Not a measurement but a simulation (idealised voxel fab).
This is a process module. Its name is voxel trench capacitor.
Pictured: cross-section cut, 205 nm wide, on a grid of 5 nm square cells.
Reading order for cross-sections: top band down to bottom band. Underlying form: a grid of square cells. Band size: one or more rows of cells.
Heights first: top, then bottom, in nm. Then materials, left to right, each with a width in nm. "all across" on a single material: fills the band edge to edge. "air": empty space.
Beneath 0, the wafer as received is one material, and that level is where height counting begins. The lowest band goes on downward without a bottom; it is written like "0 and below".
When a width is written as two numbers, as in "30->40", the first number is the width in the top row of cells of the band and the second is the width in its bottom row, and the width changes by the same amount from each row to the next.
It should be understood that the words "nothing changed", when stated for a given step, signify that the cross-section underwent no change in any of its cells during that step.
"Entrapped void list" - sealed voids, min. 8 cells, no opening to top; format: width x height at distance (distance from left edge; nm throughout).
after a step's settings: what the simulator itself notes on the step
"overlay nm" denotes, for a step that has a mask, the displacement of the mask to the right of its planned place, with negative values corresponding to the left.
## Here's what the planned process steps look like
1 RECEIVE,material Si
2 CONFORMAL_DEP,material SiN,thk nm 10
3 DIRECTIONAL_DEP,material aC,thk nm 10
4 PATTERN,tone open,mask id TRENCH,material resist,width nm 15,pitch nm 45,thk nm 25,overlay nm 0
5 DIRECTIONAL_ETCH,etch materials aC,depth nm 10
6 STRIP,etch materials resist
7 DIRECTIONAL_ETCH,etch materials SiN,depth nm 10
8 DIRECTIONAL_ETCH,etch materials Si,depth nm 40
9 STRIP,etch materials aC
10 CONFORMAL_DEP,material Al2O3,thk nm 5
11 FILL_DEP,material polySi,thk nm 5
12 CMP,height nm 10
## Step 1 complete: cross-section of the wafer as received
> 0 and below: Si all across
> Entrapped void list: none
## Run as planned - first of the two wafers cross-sectioned at the end of the module
> 10 down to 0: SiN (50), Al2O3 (5), polySi (5), Al2O3 (5), SiN (30), Al2O3 (5), polySi (5), Al2O3 (5), SiN (30), Al2O3 (5), polySi (5), Al2O3 (5), SiN (50)
> 0 down to -35: Si (50), Al2O3 (5), polySi (5), Al2O3 (5), Si (30), Al2O3 (5), polySi (5), Al2O3 (5), Si (30), Al2O3 (5), polySi (5), Al2O3 (5), Si (50)
> -35 down to -40: Si (50), Al2O3 (15), Si (30), Al2O3 (15), Si (30), Al2O3 (15), Si (50)
> -40 and below: Si all across
> Entrapped void list: none
## Second of two wafers, module complete, sectioned: it shares the first wafer's start and plan but was run with one mistake
> 10 down to 0: SiN (50), Al2O3 (5), polySi (5), Al2O3 (5), SiN (30), Al2O3 (5), polySi (5), Al2O3 (5), SiN (30), Al2O3 (5), polySi (5), Al2O3 (5), SiN (50)
> 0 down to -45: Si (50), Al2O3 (5), polySi (5), Al2O3 (5), Si (30), Al2O3 (5), polySi (5), Al2O3 (5), Si (30), Al2O3 (5), polySi (5), Al2O3 (5), Si (50)
> -45 down to -50: Si (50), Al2O3 (15), Si (30), Al2O3 (15), Si (30), Al2O3 (15), Si (50)
> -50 and below: Si all across
> Entrapped void list: none
What went wrong in running the wafer? step 8 deviated from plan and actually ran as DIRECTIONAL_ETCH,etch materials Si,depth nm 50
End check, counted in cells, second wafer has more or fewer of these materials than the first: 12 more of Al2O3; 18 fewer of Si; 6 more of polySi
